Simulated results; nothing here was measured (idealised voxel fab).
Process module under the name voxel transistor to metal
Cross-section cut spans 155 nm and uses square cells 5 nm in size.
If you're reading a cross-section in this doc, picture square cells in a grid; it comes to you as bands, top ones listed first down to the bottom, and a band can be one or more rows of cells. Band: top and bottom heights (nm) first, top before bottom; then materials from left to right, widths in nm. "edge to edge" marks a sole material filling the band edge to edge. "air" denotes empty space. Note: height 0 marks the level under which the wafer is uniformly one material as received. Lowest band unbounded below, written "z 0 and below". When a width is written as two numbers, as in "30..40", the first number is the width in the top row of cells of the band and the second is the width in its bottom row, and the width changes by the same amount from each row to the next. Where the words "stayed the same" appear for a step, the cross-section shows no cell changed by that step; every cell remained as before. So "Fully sealed voids" is basically the list of trapped voids: any empty space of 8 cells or more that can't reach the top through an opening. They're written width x height at distance, the distance being from the left edge, and it's all nm. If you see something after the settings on a step's line, that's the simulator's own remark about that step. overlay nm: on a step with a mask, how far right of its planned place the mask lay; negative means left.
-- Intended process steps
1 RECEIVE | material Si
2 OXIDIZE | depth nm 5
3 CONFORMAL_DEP | material SiN | thk nm 15
4 MASKED_ETCH | tone cover | mask id ACTIVE | width nm 105 | etch materials SiN | depth nm 15 | overlay nm 0
5 MASKED_ETCH | tone cover | mask id ACTIVE | width nm 105 | etch materials SiO2 | depth nm 5 | overlay nm 0
6 MASKED_ETCH | tone cover | mask id ACTIVE | width nm 105 | etch materials Si | depth nm 35 | overlay nm 0
7 OXIDIZE | depth nm 5
8 FILL_DEP | material SiO2 | thk nm 10
9 CMP | height nm 15
10 SELECTIVE_ETCH | etch materials SiO2 | depth nm 10
11 STRIP | etch materials SiN
12 SELECTIVE_ETCH | etch materials SiO2 | depth nm 5
13 OXIDIZE | depth nm 5
14 DIRECTIONAL_DEP | material polySi | thk nm 25
15 DIRECTIONAL_DEP | material SiCN | thk nm 15
16 DIRECTIONAL_DEP | material aC | thk nm 10
17 PATTERN | tone cover | mask id GATE | material resist | width nm 15 | thk nm 25 | overlay nm 0
18 DIRECTIONAL_ETCH | etch materials aC | depth nm 10
19 STRIP | etch materials resist
20 DIRECTIONAL_ETCH | etch materials SiCN | depth nm 25
21 DIRECTIONAL_ETCH | etch materials polySi | depth nm 35
22 STRIP | etch materials aC
23 CONFORMAL_DEP | material SiO2 | thk nm 5
24 DIRECTIONAL_ETCH | etch materials SiO2 | depth nm 5
25 CONFORMAL_DEP | material SiN | thk nm 10
26 DIRECTIONAL_ETCH | etch materials SiN | depth nm 10
27 DIRECTIONAL_ETCH | etch materials SiO2 | depth nm 5
28 DIRECTIONAL_ETCH | etch materials Si | depth nm 5
29 EPI | material pSi | thk nm 10
30 FILL_DEP | material SiO2 | thk nm 5
31 CMP | height nm 35
32 DIRECTIONAL_DEP | material SiO2 | thk nm 15
33 PATTERN | tone open | mask id CONTACT | material resist | width nm 20 | pitch nm 65 | thk nm 20 | overlay nm 0
34 DIRECTIONAL_ETCH | etch materials SiO2 | depth nm 50
35 STRIP | etch materials resist
36 CONFORMAL_DEP | material TiN | thk nm 5
37 FILL_DEP | material W | thk nm 5
38 CMP | height nm 50
39 CONFORMAL_DEP | material SiCN | thk nm 5
40 DIRECTIONAL_DEP | material SiO2 | thk nm 25
41 PATTERN | tone open | mask id METAL_1 | material resist | width nm 20 | pitch nm 65 | thk nm 15 | overlay nm 0
42 DIRECTIONAL_ETCH | etch materials SiO2 | depth nm 25
43 DIRECTIONAL_ETCH | etch materials SiCN | depth nm 5
44 STRIP | etch materials resist
45 CONFORMAL_DEP | material TiN | thk nm 5
46 FILL_DEP | material W | thk nm 5
47 CMP | height nm 80
48 EPI | material Ru | thk nm 5
49 FILL_DEP | material SiCN | thk nm 5
-- as received, after step 1
> z 0 and below | Si edge to edge
> Fully sealed voids: none
-- The plan above was carried out on the starting structure above with one mistake, and this cross-section shows the wafer at the end of the module
> z 90 to 85 | SiCN edge to edge
> z 85 to 80 | 30 nm SiCN, then 30 nm Ru, then 35 nm SiCN, then 30 nm Ru, then 30 nm SiCN
> z 80 to 55 | 35 nm SiO2, then 5 nm TiN, then 10 nm W, then 5 nm TiN, then 45 nm SiO2, then 5 nm TiN, then 10 nm W, then 5 nm TiN, then 35 nm SiO2
> z 55 to 50 | 35 nm SiCN, then 20 nm TiN, then 45 nm SiCN, then 20 nm TiN, then 35 nm SiCN
> z 50 to 35 | 35 nm SiO2, then 5 nm TiN, then 10 nm W, then 5 nm TiN, then 45 nm SiO2, then 5 nm TiN, then 10 nm W, then 5 nm TiN, then 35 nm SiO2
> z 35 to 20 | 35 nm SiO2, then 5 nm TiN, then 10 nm W, then 5 nm TiN, then 15 nm SiO2, then 15 nm SiCN, then 15 nm SiO2, then 5 nm TiN, then 10 nm W, then 5 nm TiN, then 35 nm SiO2
> z 20 to 5 | 35 nm SiO2, then 5 nm TiN, then 10 nm W, then 5 nm TiN, then 15 nm SiO2, then 15 nm polySi, then 15 nm SiO2, then 5 nm TiN, then 10 nm W, then 5 nm TiN, then 35 nm SiO2
> z 5 to 0 | 35 nm SiO2, then 20 nm TiN, then 15 nm SiO2, then 15 nm polySi, then 15 nm SiO2, then 20 nm TiN, then 35 nm SiO2
> z 0 to -5 | 70 nm SiO2, then 15 nm polySi, then 70 nm SiO2
> z -5 to -10 | SiO2 edge to edge
> z -10 to -45 | 30 nm SiO2, then 95 nm Si, then 30 nm SiO2
> z -45 and below | Si edge to edge
> Fully sealed voids: none
It is concluded that the wafer was processed incorrectly with respect to the plan, in that step 25 was processed under conditions differing from the plan, specifically as CONFORMAL_DEP | material SiO2 | thk nm 10
